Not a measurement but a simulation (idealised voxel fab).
The process module presented herein is designated voxel local oxidation.
Cross-section cut: width 250 nm, square cells of 5 nm.
Cross-section spec: square-cell grid; bands listed top down; each band is one or more rows. Per band: top height and bottom height in nm, followed by the left-to-right materials and their widths in nm; "edge to edge" marks a single material spanning edge to edge, "empty" marks empty space. Height 0 is the level under which the wafer as received is all one material. The lowest band goes on downwards, as in "0 down". It should be noted that a width expressed as "30..40" varies in equal increments from row to row of cells within the band, taking the value of the first number at the top row and that of the second number at the bottom row. Where a step carries "no modifications", the cross-section came out of it unchanged, cell for cell. Reported under the label "Sealed cavities" are the empty spaces having no open way to the top and comprising 8 cells or more; the notation for each is width x height at distance, in which the distance is measured from the left edge and all three values are in nm. If you see something after the settings on a step's line, that's the simulator's own remark about that step. The optional step-line setting "overlay nm" applies to steps with a mask and quantifies how far to the right of its planned location the mask lay, a negative value indicating leftward placement.

### The planned process steps are enumerated hereunder
1) RECEIVE (material Si)
2) OXIDIZE (depth nm 5)
3) CONFORMAL_DEP (material SiN; thk nm 15)
4) DIRECTIONAL_DEP (material aC; thk nm 15)
5) PATTERN (tone cover; mask id ACTIVE; material resist; width nm 95; thk nm 35; overlay nm 0)
6) DIRECTIONAL_ETCH (etch materials aC; depth nm 15)
7) STRIP (etch materials resist)
8) DIRECTIONAL_ETCH (etch materials SiN; depth nm 15)
9) STRIP (etch materials aC)
10) SELECTIVE_ETCH (etch materials SiO2; depth nm 5)
11) OXIDIZE (depth nm 10)
12) STRIP (etch materials SiN)

### Step 1 complete: cross-section of the wafer as received
0 down = Si edge to edge
Sealed cavities: none

### Wafer at module end, in section. Began as above, planned as above, run with one mistake
0 to -5 = empty=75, SiO2=95, empty=80
-5 to -15 = SiO2=85, Si=75, SiO2=90
-15 down = Si edge to edge
Sealed cavities: none
In executing the process, a mistake was made relative to the plan: note that step 5 departed from the planned setting and was carried out as PATTERN (tone cover; mask id ACTIVE; material resist; width nm 105; thk nm 35; overlay nm 0)
